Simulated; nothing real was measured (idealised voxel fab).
Name of the process module below: voxel double patterning
For reference, the cross-section in this document is cut, with width 175 nm and square cells of 5 nm.
Bands, listed from the top down, are how a cross-section gets written in this document; the cross-section itself is a grid of square cells, and a band is one or more rows of them.
Each band's line starts with the height of the band's top and of its bottom, in nm. Then come its materials from left to right, each with its width in nm. One material with "edge to edge" fills the band from edge to edge. "empty" is empty space.
Heights are measured from 0, the level below which the as-received wafer is all one material; the lowest band has no bottom and continues downward, written as in "0..down".
The width entry "30->40" should be interpreted row by row: the top row of cells in the band takes the first number, the bottom row takes the second number, and the change between adjacent rows is uniform throughout.
A step reported as "remained the same" is a step in which no cell of the cross-section changed.
If an empty space has no open way to the top and is at least 8 cells in size, "Voids, enclosed" lists it, written width x height at distance, where distance is measured from the left edge and every value is in nm.
after a step's settings: what the simulator itself notes on the step
overlay nm: step with mask; distance mask lay right of planned place; negative value = left of planned place.
Pairs from here to the end. Each: cross-section before one process step, cross-section after it, the latter only as far down as the lowest band that changed. Under each: the step between, and its settings. Mind that the pairs may be taken from different runs of this module on the same starting wafer; whether a pair continues from the pair above depends on its entry headed "Structure before processing", and it does only where that entry says so.

### Structure before processing
> 0..down = Si edge to edge
> Voids, enclosed: none

### Post-Step Geometry
> 5..0 = SiN edge to edge
> Below 0, no change.
> Voids, enclosed: none
Which operation links the two cross-sections above? CONFORMAL_DEP: material SiN, thk nm 5

Structure before processing: equal to the after panel directly above.

### Post-Step Geometry
> 25..5 = SiO2 edge to edge
> Below 5, no change.
> Voids, enclosed: none
Which operation links the two cross-sections above? DIRECTIONAL_DEP: material SiO2, thk nm 20

Structure before processing: equal to the after panel directly above.

### Post-Step Geometry
> 30..25 = SiCN edge to edge
> Below 25, no change.
> Voids, enclosed: none
Which operation links the two cross-sections above? DIRECTIONAL_DEP: material SiCN, thk nm 5

Structure before processing: equal to the after panel directly above.

### Post-Step Geometry
> 45..30 = aC edge to edge
> Below 30, no change.
> Voids, enclosed: none
Which operation links the two cross-sections above? DIRECTIONAL_DEP: material aC, thk nm 15

Structure before processing: equal to the after panel directly above.

### Post-Step Geometry
> 75..45 = 55 resist  15 empty  35 resist  15 empty  55 resist
> Below 45, no change.
> Voids, enclosed: none
Which operation links the two cross-sections above? PATTERN: tone open, mask id FIRST, material resist, width nm 15, pitch nm 50, thk nm 30, overlay nm 0

Structure before processing: equal to the after panel directly above.

### Post-Step Geometry
> 60..45 = 55 resist  15 empty  35 resist  15 empty  55 resist
> 45..30 = 55 aC  15 empty  35 aC  15 empty  55 aC
> Below 30, no change.
> Voids, enclosed: none
Which operation links the two cross-sections above? DIRECTIONAL_ETCH: etch materials aC, depth nm 15

Structure before processing: equal to the after panel directly above.

### Post-Step Geometry
> 45..30 = 55 aC  15 empty  35 aC  15 empty  55 aC
> Below 30, no change.
> Voids, enclosed: none
Which operation links the two cross-sections above? STRIP: etch materials resist

Structure before processing: equal to the after panel directly above.

### Post-Step Geometry
> 45..30 = 55 aC  15 empty  35 aC  15 empty  55 aC
> 30..25 = 55 SiCN  15 empty  35 SiCN  15 empty  55 SiCN
> Below 25, no change.
> Voids, enclosed: none
Which operation links the two cross-sections above? DIRECTIONAL_ETCH: etch materials SiCN, depth nm 5

Structure before processing: equal to the after panel directly above.

### Post-Step Geometry
> 30..25 = 55 SiCN  15 empty  35 SiCN  15 empty  55 SiCN
> Below 25, no change.
> Voids, enclosed: none
Which operation links the two cross-sections above? STRIP: etch materials aC

Structure before processing: equal to the after panel directly above.

### Post-Step Geometry
> 40..35 = 55 aC  15 empty  35 aC  15 empty  55 aC
> 35..30 = aC edge to edge
> 30..25 = 55 SiCN  15 aC  35 SiCN  15 aC  55 SiCN
> Below 25, no change.
> Voids, enclosed: none
Which operation links the two cross-sections above? DIRECTIONAL_DEP: material aC, thk nm 10

Structure before processing: equal to the after panel directly above.

### Post-Step Geometry
> 70..40 = 80 resist  15 empty  80 resist
> 40..35 = 55 aC  15 resist  35 aC  15 resist  55 aC
> Below 35, no change.
> Voids, enclosed: none
Which operation links the two cross-sections above? PATTERN: tone open, mask id SECOND, material resist, width nm 15, thk nm 30, overlay nm 0

Structure before processing: equal to the after panel directly above.

### Post-Step Geometry
> 60..40 = 80 resist  15 empty  80 resist
> 40..35 = 55 aC  15 resist  10 aC  15 empty  10 aC  15 resist  55 aC
> 35..30 = 80 aC  15 empty  80 aC
> Below 30, no change.
> Voids, enclosed: none
Which operation links the two cross-sections above? DIRECTIONAL_ETCH: etch materials aC, depth nm 10

Structure before processing: equal to the after panel directly above.

### Post-Step Geometry
> 40..35 = 55 aC  15 empty  10 aC  15 empty  10 aC  15 empty  55 aC
> Below 35, no change.
> Voids, enclosed: none
Which operation links the two cross-sections above? STRIP: etch materials resist

Structure before processing: equal to the after panel directly above.

### Post-Step Geometry
> 40..35 = 55 aC  15 empty  10 aC  15 empty  10 aC  15 empty  55 aC
> 35..30 = 80 aC  15 empty  80 aC
> 30..25 = 55 SiCN  15 aC  10 SiCN  15 empty  10 SiCN  15 aC  55 SiCN
> Below 25, no change.
> Voids, enclosed: none
Which operation links the two cross-sections above? DIRECTIONAL_ETCH: etch materials SiCN, depth nm 5

Structure before processing: equal to the after panel directly above.

### Post-Step Geometry
> 30..25 = 55 SiCN  15 empty  10 SiCN  15 empty  10 SiCN  15 empty  55 SiCN
> Below 25, no change.
> Voids, enclosed: none
Which operation links the two cross-sections above? STRIP: etch materials aC

Structure before processing: equal to the after panel directly above.

### Post-Step Geometry
> 30..25 = 55 SiCN  15 empty  10 SiCN  15 empty  10 SiCN  15 empty  55 SiCN
> 25..5 = 55 SiO2  15 empty  10 SiO2  15 empty  10 SiO2  15 empty  55 SiO2
> Below 5, no change.
> Voids, enclosed: none
Which operation links the two cross-sections above? DIRECTIONAL_ETCH: etch materials SiO2, depth nm 20

Structure before processing: equal to the after panel directly above.

### Post-Step Geometry
> 25..5 = 55 SiO2  15 empty  10 SiO2  15 empty  10 SiO2  15 empty  55 SiO2
> Below 5, no change.
> Voids, enclosed: none
Which operation links the two cross-sections above? STRIP: etch materials SiCN

### Structure before processing
> 0..down = Si edge to edge
> Voids, enclosed: none

### Post-Step Geometry
> 20..0 = SiO2 edge to edge
> Below 0, no change.
> Voids, enclosed: none
Which operation links the two cross-sections above? DIRECTIONAL_DEP: material SiO2, thk nm 20

Structure before processing: equal to the after panel directly above.

### Post-Step Geometry
> 25..20 = SiCN edge to edge
> Below 20, no change.
> Voids, enclosed: none
Which operation links the two cross-sections above? DIRECTIONAL_DEP: material SiCN, thk nm 5

Structure before processing: equal to the after panel directly above.

### Post-Step Geometry
> 40..25 = aC edge to edge
> Below 25, no change.
> Voids, enclosed: none
Which operation links the two cross-sections above? DIRECTIONAL_DEP: material aC, thk nm 15

Structure before processing: equal to the after panel directly above.

### Post-Step Geometry
> 70..40 = 55 resist  15 empty  35 resist  15 empty  55 resist
> Below 40, no change.
> Voids, enclosed: none
Which operation links the two cross-sections above? PATTERN: tone open, mask id FIRST, material resist, width nm 15, pitch nm 50, thk nm 30, overlay nm 0

Structure before processing: equal to the after panel directly above.

### Post-Step Geometry
> 55..40 = 55 resist  15 empty  35 resist  15 empty  55 resist
> 40..25 = 55 aC  15 empty  35 aC  15 empty  55 aC
> Below 25, no change.
> Voids, enclosed: none
Which operation links the two cross-sections above? DIRECTIONAL_ETCH: etch materials aC, depth nm 15

Structure before processing: equal to the after panel directly above.

### Post-Step Geometry
> 40..25 = 55 aC  15 empty  35 aC  15 empty  55 aC
> Below 25, no change.
> Voids, enclosed: none
Which operation links the two cross-sections above? STRIP: etch materials resist

Structure before processing: equal to the after panel directly above.

### Post-Step Geometry
> 40..25 = 55 aC  15 empty  35 aC  15 empty  55 aC
> 25..20 = 55 SiCN  15 empty  35 SiCN  15 empty  55 SiCN
> Below 20, no change.
> Voids, enclosed: none
Which operation links the two cross-sections above? DIRECTIONAL_ETCH: etch materials SiCN, depth nm 5

Structure before processing: equal to the after panel directly above.

### Post-Step Geometry
> 25..20 = 55 SiCN  15 empty  35 SiCN  15 empty  55 SiCN
> Below 20, no change.
> Voids, enclosed: none
Which operation links the two cross-sections above? STRIP: etch materials aC

Structure before processing: equal to the after panel directly above.

### Post-Step Geometry
> 35..30 = 55 aC  15 empty  35 aC  15 empty  55 aC
> 30..25 = aC edge to edge
> 25..20 = 55 SiCN  15 aC  35 SiCN  15 aC  55 SiCN
> Below 20, no change.
> Voids, enclosed: none
Which operation links the two cross-sections above? DIRECTIONAL_DEP: material aC, thk nm 10

Structure before processing: equal to the after panel directly above.

### Post-Step Geometry
> 65..35 = 80 resist  15 empty  80 resist
> 35..30 = 55 aC  15 resist  35 aC  15 resist  55 aC
> Below 30, no change.
> Voids, enclosed: none
Which operation links the two cross-sections above? PATTERN: tone open, mask id SECOND, material resist, width nm 15, thk nm 30, overlay nm 0

Structure before processing: equal to the after panel directly above.

### Post-Step Geometry
> 55..35 = 80 resist  15 empty  80 resist
> 35..30 = 55 aC  15 resist  10 aC  15 empty  10 aC  15 resist  55 aC
> 30..25 = 80 aC  15 empty  80 aC
> Below 25, no change.
> Voids, enclosed: none
Which operation links the two cross-sections above? DIRECTIONAL_ETCH: etch materials aC, depth nm 10

Structure before processing: equal to the after panel directly above.

### Post-Step Geometry
> 35..30 = 55 aC  15 empty  10 aC  15 empty  10 aC  15 empty  55 aC
> Below 30, no change.
> Voids, enclosed: none
Which operation links the two cross-sections above? STRIP: etch materials resist

Structure before processing: equal to the after panel directly above.

### Post-Step Geometry
> 35..30 = 55 aC  15 empty  10 aC  15 empty  10 aC  15 empty  55 aC
> 30..25 = 80 aC  15 empty  80 aC
> 25..20 = 55 SiCN  15 aC  10 SiCN  15 empty  10 SiCN  15 aC  55 SiCN
> Below 20, no change.
> Voids, enclosed: none
Which operation links the two cross-sections above? DIRECTIONAL_ETCH: etch materials SiCN, depth nm 5

Structure before processing: equal to the after panel directly above.

### Post-Step Geometry
> 25..20 = 55 SiCN  15 empty  10 SiCN  15 empty  10 SiCN  15 empty  55 SiCN
> Below 20, no change.
> Voids, enclosed: none
Which operation links the two cross-sections above? STRIP: etch materials aC

Structure before processing: equal to the after panel directly above.

### Post-Step Geometry
> 25..20 = 55 SiCN  15 empty  10 SiCN  15 empty  10 SiCN  15 empty  55 SiCN
> 20..0 = 55 SiO2  15 empty  10 SiO2  15 empty  10 SiO2  15 empty  55 SiO2
> Below 0, no change.
> Voids, enclosed: none
Which operation links the two cross-sections above? DIRECTIONAL_ETCH: etch materials SiO2, depth nm 20

Structure before processing: equal to the after panel directly above.

### Post-Step Geometry
> 20..0 = 55 SiO2  15 empty  10 SiO2  15 empty  10 SiO2  15 empty  55 SiO2
> Below 0, no change.
> Voids, enclosed: none
Which operation links the two cross-sections above? STRIP: etch materials SiCN

### Structure before processing
> 25..5 = SiO2 edge to edge
> 5..0 = SiN edge to edge
> 0..down = Si edge to edge
> Voids, enclosed: none

### Post-Step Geometry
> 45..5 = SiO2 edge to edge
> Below 5, no change.
> Voids, enclosed: none
Which operation links the two cross-sections above? DIRECTIONAL_DEP: material SiO2, thk nm 20

Structure before processing: equal to the after panel directly above.

### Post-Step Geometry
> 50..45 = SiCN edge to edge
> Below 45, no change.
> Voids, enclosed: none
Which operation links the two cross-sections above? DIRECTIONAL_DEP: material SiCN, thk nm 5

Structure before processing: equal to the after panel directly above.

### Post-Step Geometry
> 65..50 = aC edge to edge
> Below 50, no change.
> Voids, enclosed: none
Which operation links the two cross-sections above? DIRECTIONAL_DEP: material aC, thk nm 15

Structure before processing: equal to the after panel directly above.

### Post-Step Geometry
> 95..65 = 55 resist  15 empty  35 resist  15 empty  55 resist
> Below 65, no change.
> Voids, enclosed: none
Which operation links the two cross-sections above? PATTERN: tone open, mask id FIRST, material resist, width nm 15, pitch nm 50, thk nm 30, overlay nm 0

Structure before processing: equal to the after panel directly above.

### Post-Step Geometry
> 80..65 = 55 resist  15 empty  35 resist  15 empty  55 resist
> 65..50 = 55 aC  15 empty  35 aC  15 empty  55 aC
> Below 50, no change.
> Voids, enclosed: none
Which operation links the two cross-sections above? DIRECTIONAL_ETCH: etch materials aC, depth nm 15

Structure before processing: equal to the after panel directly above.

### Post-Step Geometry
> 65..50 = 55 aC  15 empty  35 aC  15 empty  55 aC
> Below 50, no change.
> Voids, enclosed: none
Which operation links the two cross-sections above? STRIP: etch materials resist

Structure before processing: equal to the after panel directly above.

### Post-Step Geometry
> 65..50 = 55 aC  15 empty  35 aC  15 empty  55 aC
> 50..45 = 55 SiCN  15 empty  35 SiCN  15 empty  55 SiCN
> Below 45, no change.
> Voids, enclosed: none
Which operation links the two cross-sections above? DIRECTIONAL_ETCH: etch materials SiCN, depth nm 5

Structure before processing: equal to the after panel directly above.

### Post-Step Geometry
> 50..45 = 55 SiCN  15 empty  35 SiCN  15 empty  55 SiCN
> Below 45, no change.
> Voids, enclosed: none
Which operation links the two cross-sections above? STRIP: etch materials aC

Structure before processing: equal to the after panel directly above.

### Post-Step Geometry
> 60..55 = 55 aC  15 empty  35 aC  15 empty  55 aC
> 55..50 = aC edge to edge
> 50..45 = 55 SiCN  15 aC  35 SiCN  15 aC  55 SiCN
> Below 45, no change.
> Voids, enclosed: none
Which operation links the two cross-sections above? DIRECTIONAL_DEP: material aC, thk nm 10

Structure before processing: equal to the after panel directly above.

### Post-Step Geometry
> 90..60 = 80 resist  15 empty  80 resist
> 60..55 = 55 aC  15 resist  35 aC  15 resist  55 aC
> Below 55, no change.
> Voids, enclosed: none
Which operation links the two cross-sections above? PATTERN: tone open, mask id SECOND, material resist, width nm 15, thk nm 30, overlay nm 0

Structure before processing: equal to the after panel directly above.

### Post-Step Geometry
> 80..60 = 80 resist  15 empty  80 resist
> 60..55 = 55 aC  15 resist  10 aC  15 empty  10 aC  15 resist  55 aC
> 55..50 = 80 aC  15 empty  80 aC
> Below 50, no change.
> Voids, enclosed: none
Which operation links the two cross-sections above? DIRECTIONAL_ETCH: etch materials aC, depth nm 10

Structure before processing: equal to the after panel directly above.

### Post-Step Geometry
> 60..55 = 55 aC  15 empty  10 aC  15 empty  10 aC  15 empty  55 aC
> Below 55, no change.
> Voids, enclosed: none
Which operation links the two cross-sections above? STRIP: etch materials resist

Structure before processing: equal to the after panel directly above.

### Post-Step Geometry
> 60..55 = 55 aC  15 empty  10 aC  15 empty  10 aC  15 empty  55 aC
> 55..50 = 80 aC  15 empty  80 aC
> 50..45 = 55 SiCN  15 aC  10 SiCN  15 empty  10 SiCN  15 aC  55 SiCN
> Below 45, no change.
> Voids, enclosed: none
Which operation links the two cross-sections above? DIRECTIONAL_ETCH: etch materials SiCN, depth nm 5

Structure before processing: equal to the after panel directly above.

### Post-Step Geometry
> 50..45 = 55 SiCN  15 empty  10 SiCN  15 empty  10 SiCN  15 empty  55 SiCN
> Below 45, no change.
> Voids, enclosed: none
Which operation links the two cross-sections above? STRIP: etch materials aC

Structure before processing: equal to the after panel directly above.

### Post-Step Geometry
> 50..45 = 55 SiCN  15 empty  10 SiCN  15 empty  10 SiCN  15 empty  55 SiCN
> 45..25 = 55 SiO2  15 empty  10 SiO2  15 empty  10 SiO2  15 empty  55 SiO2
> Below 25, no change.
> Voids, enclosed: none
Which operation links the two cross-sections above? DIRECTIONAL_ETCH: etch materials SiO2, depth nm 20

Structure before processing: equal to the after panel directly above.

### Post-Step Geometry
> 45..25 = 55 SiO2  15 empty  10 SiO2  15 empty  10 SiO2  15 empty  55 SiO2
> Below 25, no change.
> Voids, enclosed: none
Which operation links the two cross-sections above? STRIP: etch materials SiCN

### Structure before processing
> 20..0 = SiO2 edge to edge
> 0..down = Si edge to edge
> Voids, enclosed: none

### Post-Step Geometry
> 25..20 = SiN edge to edge
> Below 20, no change.
> Voids, enclosed: none
Which operation links the two cross-sections above? CONFORMAL_DEP: material SiN, thk nm 5

Structure before processing: equal to the after panel directly above.

### Post-Step Geometry
> 30..25 = SiCN edge to edge
> Below 25, no change.
> Voids, enclosed: none
Which operation links the two cross-sections above? DIRECTIONAL_DEP: material SiCN, thk nm 5

Structure before processing: equal to the after panel directly above.

### Post-Step Geometry
> 45..30 = aC edge to edge
> Below 30, no change.
> Voids, enclosed: none
Which operation links the two cross-sections above? DIRECTIONAL_DEP: material aC, thk nm 15

Structure before processing: equal to the after panel directly above.

### Post-Step Geometry
> 75..45 = 55 resist  15 empty  35 resist  15 empty  55 resist
> Below 45, no change.
> Voids, enclosed: none
Which operation links the two cross-sections above? PATTERN: tone open, mask id FIRST, material resist, width nm 15, pitch nm 50, thk nm 30, overlay nm 0

Structure before processing: equal to the after panel directly above.

### Post-Step Geometry
> 60..45 = 55 resist  15 empty  35 resist  15 empty  55 resist
> 45..30 = 55 aC  15 empty  35 aC  15 empty  55 aC
> Below 30, no change.
> Voids, enclosed: none
Which operation links the two cross-sections above? DIRECTIONAL_ETCH: etch materials aC, depth nm 15

Structure before processing: equal to the after panel directly above.

### Post-Step Geometry
> 45..30 = 55 aC  15 empty  35 aC  15 empty  55 aC
> Below 30, no change.
> Voids, enclosed: none
Which operation links the two cross-sections above? STRIP: etch materials resist

Structure before processing: equal to the after panel directly above.

### Post-Step Geometry
> 45..30 = 55 aC  15 empty  35 aC  15 empty  55 aC
> 30..25 = 55 SiCN  15 empty  35 SiCN  15 empty  55 SiCN
> Below 25, no change.
> Voids, enclosed: none
Which operation links the two cross-sections above? DIRECTIONAL_ETCH: etch materials SiCN, depth nm 5

Structure before processing: equal to the after panel directly above.

### Post-Step Geometry
> 30..25 = 55 SiCN  15 empty  35 SiCN  15 empty  55 SiCN
> Below 25, no change.
> Voids, enclosed: none
Which operation links the two cross-sections above? STRIP: etch materials aC

Structure before processing: equal to the after panel directly above.

### Post-Step Geometry
> 40..35 = 55 aC  15 empty  35 aC  15 empty  55 aC
> 35..30 = aC edge to edge
> 30..25 = 55 SiCN  15 aC  35 SiCN  15 aC  55 SiCN
> Below 25, no change.
> Voids, enclosed: none
Which operation links the two cross-sections above? DIRECTIONAL_DEP: material aC, thk nm 10

Structure before processing: equal to the after panel directly above.

### Post-Step Geometry
> 70..40 = 80 resist  15 empty  80 resist
> 40..35 = 55 aC  15 resist  35 aC  15 resist  55 aC
> Below 35, no change.
> Voids, enclosed: none
Which operation links the two cross-sections above? PATTERN: tone open, mask id SECOND, material resist, width nm 15, thk nm 30, overlay nm 0

Structure before processing: equal to the after panel directly above.

### Post-Step Geometry
> 60..40 = 80 resist  15 empty  80 resist
> 40..35 = 55 aC  15 resist  10 aC  15 empty  10 aC  15 resist  55 aC
> 35..30 = 80 aC  15 empty  80 aC
> Below 30, no change.
> Voids, enclosed: none
Which operation links the two cross-sections above? DIRECTIONAL_ETCH: etch materials aC, depth nm 10

Structure before processing: equal to the after panel directly above.

### Post-Step Geometry
> 40..35 = 55 aC  15 empty  10 aC  15 empty  10 aC  15 empty  55 aC
> Below 35, no change.
> Voids, enclosed: none
Which operation links the two cross-sections above? STRIP: etch materials resist

Structure before processing: equal to the after panel directly above.

### Post-Step Geometry
> 40..35 = 55 aC  15 empty  10 aC  15 empty  10 aC  15 empty  55 aC
> 35..30 = 80 aC  15 empty  80 aC
> 30..25 = 55 SiCN  15 aC  10 SiCN  15 empty  10 SiCN  15 aC  55 SiCN
> Below 25, no change.
> Voids, enclosed: none
Which operation links the two cross-sections above? DIRECTIONAL_ETCH: etch materials SiCN, depth nm 5

Structure before processing: equal to the after panel directly above.

### Post-Step Geometry
> 30..25 = 55 SiCN  15 empty  10 SiCN  15 empty  10 SiCN  15 empty  55 SiCN
> Below 25, no change.
> Voids, enclosed: none
Which operation links the two cross-sections above? STRIP: etch materials aC

Structure before processing: equal to the after panel directly above.

### Post-Step Geometry
> 25..20 = SiN edge to edge
> Below 20, no change.
> Voids, enclosed: none
Which operation links the two cross-sections above? STRIP: etch materials SiCN

### Structure before processing
> 0..down = Si edge to edge
> Voids, enclosed: none

### Post-Step Geometry
> 15..0 = SiN edge to edge
> Below 0, no change.
> Voids, enclosed: none
Which operation links the two cross-sections above? CONFORMAL_DEP: material SiN, thk nm 15

Structure before processing: equal to the after panel directly above.

### Post-Step Geometry
> 35..15 = SiO2 edge to edge
> Below 15, no change.
> Voids, enclosed: none
Which operation links the two cross-sections above? DIRECTIONAL_DEP: material SiO2, thk nm 20

Structure before processing: equal to the after panel directly above.

### Post-Step Geometry
> 40..35 = SiCN edge to edge
> Below 35, no change.
> Voids, enclosed: none
Which operation links the two cross-sections above? DIRECTIONAL_DEP: material SiCN, thk nm 5

Structure before processing: equal to the after panel directly above.

### Post-Step Geometry
> 55..40 = aC edge to edge
> Below 40, no change.
> Voids, enclosed: none
Which operation links the two cross-sections above? DIRECTIONAL_DEP: material aC, thk nm 15

Structure before processing: equal to the after panel directly above.

### Post-Step Geometry
> 85..55 = 55 resist  15 empty  35 resist  15 empty  55 resist
> Below 55, no change.
> Voids, enclosed: none
Which operation links the two cross-sections above? PATTERN: tone open, mask id FIRST, material resist, width nm 15, pitch nm 50, thk nm 30, overlay nm 0

Structure before processing: equal to the after panel directly above.

### Post-Step Geometry
> 70..55 = 55 resist  15 empty  35 resist  15 empty  55 resist
> 55..40 = 55 aC  15 empty  35 aC  15 empty  55 aC
> Below 40, no change.
> Voids, enclosed: none
Which operation links the two cross-sections above? DIRECTIONAL_ETCH: etch materials aC, depth nm 15

Structure before processing: equal to the after panel directly above.

### Post-Step Geometry
> 55..40 = 55 aC  15 empty  35 aC  15 empty  55 aC
> Below 40, no change.
> Voids, enclosed: none
Which operation links the two cross-sections above? STRIP: etch materials resist

Structure before processing: equal to the after panel directly above.

### Post-Step Geometry
> 55..40 = 55 aC  15 empty  35 aC  15 empty  55 aC
> 40..35 = 55 SiCN  15 empty  35 SiCN  15 empty  55 SiCN
> Below 35, no change.
> Voids, enclosed: none
Which operation links the two cross-sections above? DIRECTIONAL_ETCH: etch materials SiCN, depth nm 5

Structure before processing: equal to the after panel directly above.

### Post-Step Geometry
> 40..35 = 55 SiCN  15 empty  35 SiCN  15 empty  55 SiCN
> Below 35, no change.
> Voids, enclosed: none
Which operation links the two cross-sections above? STRIP: etch materials aC

Structure before processing: equal to the after panel directly above.

### Post-Step Geometry
> 50..45 = 55 aC  15 empty  35 aC  15 empty  55 aC
> 45..40 = aC edge to edge
> 40..35 = 55 SiCN  15 aC  35 SiCN  15 aC  55 SiCN
> Below 35, no change.
> Voids, enclosed: none
Which operation links the two cross-sections above? DIRECTIONAL_DEP: material aC, thk nm 10

Structure before processing: equal to the after panel directly above.

### Post-Step Geometry
> 80..50 = 80 resist  15 empty  80 resist
> 50..45 = 55 aC  15 resist  35 aC  15 resist  55 aC
> Below 45, no change.
> Voids, enclosed: none
Which operation links the two cross-sections above? PATTERN: tone open, mask id SECOND, material resist, width nm 15, thk nm 30, overlay nm 0

Structure before processing: equal to the after panel directly above.

### Post-Step Geometry
> 70..50 = 80 resist  15 empty  80 resist
> 50..45 = 55 aC  15 resist  10 aC  15 empty  10 aC  15 resist  55 aC
> 45..40 = 80 aC  15 empty  80 aC
> Below 40, no change.
> Voids, enclosed: none
Which operation links the two cross-sections above? DIRECTIONAL_ETCH: etch materials aC, depth nm 10

Structure before processing: equal to the after panel directly above.

### Post-Step Geometry
> 50..45 = 55 aC  15 empty  10 aC  15 empty  10 aC  15 empty  55 aC
> Below 45, no change.
> Voids, enclosed: none
Which operation links the two cross-sections above? STRIP: etch materials resist

Structure before processing: equal to the after panel directly above.

### Post-Step Geometry
> 50..45 = 55 aC  15 empty  10 aC  15 empty  10 aC  15 empty  55 aC
> 45..40 = 80 aC  15 empty  80 aC
> 40..35 = 55 SiCN  15 aC  10 SiCN  15 empty  10 SiCN  15 aC  55 SiCN
> Below 35, no change.
> Voids, enclosed: none
Which operation links the two cross-sections above? DIRECTIONAL_ETCH: etch materials SiCN, depth nm 5

Structure before processing: equal to the after panel directly above.

### Post-Step Geometry
> 40..35 = 55 SiCN  15 empty  10 SiCN  15 empty  10 SiCN  15 empty  55 SiCN
> Below 35, no change.
> Voids, enclosed: none
Which operation links the two cross-sections above? STRIP: etch materials aC

Structure before processing: equal to the after panel directly above.

### Post-Step Geometry
> 40..35 = 55 SiCN  15 empty  10 SiCN  15 empty  10 SiCN  15 empty  55 SiCN
> 35..15 = 55 SiO2  15 empty  10 SiO2  15 empty  10 SiO2  15 empty  55 SiO2
> Below 15, no change.
> Voids, enclosed: none
Which operation links the two cross-sections above? DIRECTIONAL_ETCH: etch materials SiO2, depth nm 20

Structure before processing: equal to the after panel directly above.

### Post-Step Geometry
> 35..15 = 55 SiO2  15 empty  10 SiO2  15 empty  10 SiO2  15 empty  55 SiO2
> Below 15, no change.
> Voids, enclosed: none
Which operation links the two cross-sections above? STRIP: etch materials SiCN

### Structure before processing
> 45..30 = aC edge to edge
> 30..25 = SiCN edge to edge
> 25..5 = SiO2 edge to edge
> 5..0 = SiN edge to edge
> 0..down = Si edge to edge
> Voids, enclosed: none

### Post-Step Geometry
> 75..45 = 55 resist  20 empty  30 resist  20 empty  50 resist
> Below 45, no change.
> Voids, enclosed: none
Which operation links the two cross-sections above? PATTERN: tone open, mask id FIRST, material resist, width nm 20, pitch nm 50, thk nm 30, overlay nm 0

Structure before processing: equal to the after panel directly above.

### Post-Step Geometry
> 60..45 = 55 resist  20 empty  30 resist  20 empty  50 resist
> 45..30 = 55 aC  20 empty  30 aC  20 empty  50 aC
> Below 30, no change.
> Voids, enclosed: none
Which operation links the two cross-sections above? DIRECTIONAL_ETCH: etch materials aC, depth nm 15

Structure before processing: equal to the after panel directly above.

### Post-Step Geometry
> 45..30 = 55 aC  20 empty  30 aC  20 empty  50 aC
> Below 30, no change.
> Voids, enclosed: none
Which operation links the two cross-sections above? STRIP: etch materials resist

Structure before processing: equal to the after panel directly above.

### Post-Step Geometry
> 45..30 = 55 aC  20 empty  30 aC  20 empty  50 aC
> 30..25 = 55 SiCN  20 empty  30 SiCN  20 empty  50 SiCN
> Below 25, no change.
> Voids, enclosed: none
Which operation links the two cross-sections above? DIRECTIONAL_ETCH: etch materials SiCN, depth nm 5

Structure before processing: equal to the after panel directly above.

### Post-Step Geometry
> 30..25 = 55 SiCN  20 empty  30 SiCN  20 empty  50 SiCN
> Below 25, no change.
> Voids, enclosed: none
Which operation links the two cross-sections above? STRIP: etch materials aC

Structure before processing: equal to the after panel directly above.

### Post-Step Geometry
> 40..35 = 55 aC  20 empty  30 aC  20 empty  50 aC
> 35..30 = aC edge to edge
> 30..25 = 55 SiCN  20 aC  30 SiCN  20 aC  50 SiCN
> Below 25, no change.
> Voids, enclosed: none
Which operation links the two cross-sections above? DIRECTIONAL_DEP: material aC, thk nm 10

Structure before processing: equal to the after panel directly above.

### Post-Step Geometry
> 70..40 = 80 resist  15 empty  80 resist
> 40..35 = 55 aC  20 resist  30 aC  20 resist  50 aC
> Below 35, no change.
> Voids, enclosed: none
Which operation links the two cross-sections above? PATTERN: tone open, mask id SECOND, material resist, width nm 15, thk nm 30, overlay nm 0

Structure before processing: equal to the after panel directly above.

### Post-Step Geometry
> 60..40 = 80 resist  15 empty  80 resist
> 40..35 = 55 aC  20 resist  5 aC  15 empty  10 aC  20 resist  50 aC
> 35..30 = 80 aC  15 empty  80 aC
> Below 30, no change.
> Voids, enclosed: none
Which operation links the two cross-sections above? DIRECTIONAL_ETCH: etch materials aC, depth nm 10

Structure before processing: equal to the after panel directly above.

### Post-Step Geometry
> 40..35 = 55 aC  20 empty  5 aC  15 empty  10 aC  20 empty  50 aC
> Below 35, no change.
> Voids, enclosed: none
Which operation links the two cross-sections above? STRIP: etch materials resist

Structure before processing: equal to the after panel directly above.

### Post-Step Geometry
> 40..35 = 55 aC  20 empty  5 aC  15 empty  10 aC  20 empty  50 aC
> 35..30 = 80 aC  15 empty  80 aC
> 30..25 = 55 SiCN  20 aC  5 SiCN  15 empty  10 SiCN  20 aC  50 SiCN
> Below 25, no change.
> Voids, enclosed: none
Which operation links the two cross-sections above? DIRECTIONAL_ETCH: etch materials SiCN, depth nm 5

Structure before processing: equal to the after panel directly above.

### Post-Step Geometry
> 30..25 = 55 SiCN  20 empty  5 SiCN  15 empty  10 SiCN  20 empty  50 SiCN
> Below 25, no change.
> Voids, enclosed: none
Which operation links the two cross-sections above? STRIP: etch materials aC

Structure before processing: equal to the after panel directly above.

### Post-Step Geometry
> 30..25 = 55 SiCN  20 empty  5 SiCN  15 empty  10 SiCN  20 empty  50 SiCN
> 25..5 = 55 SiO2  20 empty  5 SiO2  15 empty  10 SiO2  20 empty  50 SiO2
> Below 5, no change.
> Voids, enclosed: none
Which operation links the two cross-sections above? DIRECTIONAL_ETCH: etch materials SiO2, depth nm 20

Structure before processing: equal to the after panel directly above.

### Post-Step Geometry
> 25..5 = 55 SiO2  20 empty  5 SiO2  15 empty  10 SiO2  20 empty  50 SiO2
> Below 5, no change.
> Voids, enclosed: none
Which operation links the two cross-sections above? STRIP: etch materials SiCN

### Structure before processing
> 45..30 = aC edge to edge
> 30..25 = SiCN edge to edge
> 25..5 = SiO2 edge to edge
> 5..0 = SiN edge to edge
> 0..down = Si edge to edge
> Voids, enclosed: none

### Post-Step Geometry
> 75..45 = 65 resist  15 empty  35 resist  15 empty  45 resist
> Below 45, no change.
> Voids, enclosed: none
Which operation links the two cross-sections above? PATTERN: tone open, mask id FIRST, material resist, width nm 15, pitch nm 50, thk nm 30, overlay nm 10

Structure before processing: equal to the after panel directly above.

### Post-Step Geometry
> 60..45 = 65 resist  15 empty  35 resist  15 empty  45 resist
> 45..30 = 65 aC  15 empty  35 aC  15 empty  45 aC
> Below 30, no change.
> Voids, enclosed: none
Which operation links the two cross-sections above? DIRECTIONAL_ETCH: etch materials aC, depth nm 15

Structure before processing: equal to the after panel directly above.

### Post-Step Geometry
> 45..30 = 65 aC  15 empty  35 aC  15 empty  45 aC
> Below 30, no change.
> Voids, enclosed: none
Which operation links the two cross-sections above? STRIP: etch materials resist
